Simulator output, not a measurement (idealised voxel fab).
process module | voxel fin reveal
Square cell edge 5 nm, section width 165 nm, ID cut.
When this document writes out a cross-section, it uses a grid of square cells and lists it as bands, beginning at the top and moving down, with a band standing for one or more rows of cells. Band: top and bottom heights (nm) first, top before bottom; then materials from left to right, widths in nm. "throughout" marks a sole material filling the band edge to edge. "empty" denotes empty space. Note: height 0 marks the level under which the wafer is uniformly one material as received. Lowest band unbounded below, written "0 nm and below". A two-number width, for instance "30..40", indicates that the width is equal to the first number in the top row of the band and to the second number in the bottom row, and that it changes by a constant amount per row of cells. Where the words "no change" appear for a step, the cross-section shows no cell changed by that step; every cell remained as before. Voids not open to the top, 8 cells minimum: see "Closed cavity list". Written width x height at distance; distance is from the left edge; nm. Whatever follows a step's settings on its line is a remark the simulator itself makes about that step. If you see "overlay nm" on a step's line and that step has a mask, it's telling you how far right of where it was planned the mask ended up; a negative number means it went left instead.

-- Planned process steps
1,RECEIVE, material Si
2,CONFORMAL_DEP, material SiN, thk nm 5
3,PATTERN, tone cover, mask id FINS, material resist, width nm 15, pitch nm 35, thk nm 20, overlay nm 0
4,DIRECTIONAL_ETCH, etch materials SiN, depth nm 10
5,DIRECTIONAL_ETCH, etch materials Si, depth nm 30
6,STRIP, etch materials resist
7,FILL_DEP, material SiO2, thk nm 10
8,CMP, height nm 10
9,SELECTIVE_ETCH, etch materials SiO2, depth nm 25
10,STRIP, etch materials SiN
Heads up: all these wafers start the same, and what changes between them is the thk nm in step 2. The value you see in the plan is just what the first wafer got.

-- As received, i.e. after step 1: cross-section through the first of several wafers
> 0 nm and below | Si throughout
> Closed cavity list: none

-- End of the module, past its last step, step 10: how the first of several wafers looks in cross-section
> 0 nm to -15 nm | empty (55) | Si (15) | empty (20) | Si (15) | empty (60)
> -15 nm to -30 nm | SiO2 (55) | Si (15) | SiO2 (20) | Si (15) | SiO2 (60)
> -30 nm and below | Si throughout
> Closed cavity list: none

-- So this is the cross-section on the last wafer at the end of the module
> 0 nm and below | Si throughout
> Closed cavity list: none

-- End of module, by wafer: material-by-material cell gain (+) or loss (-) since receipt, then closed voids
thk nm 5, -162 Si, +81 SiO2, Closed cavity list: none
thk nm 10, -162 Si, +81 SiO2, Closed cavity list: none
thk nm 15, every cross-section cell stayed the same, Closed cavity list: none
thk nm 20, every cross-section cell stayed the same, Closed cavity list: none
thk nm 25, every cross-section cell stayed the same, Closed cavity list: none
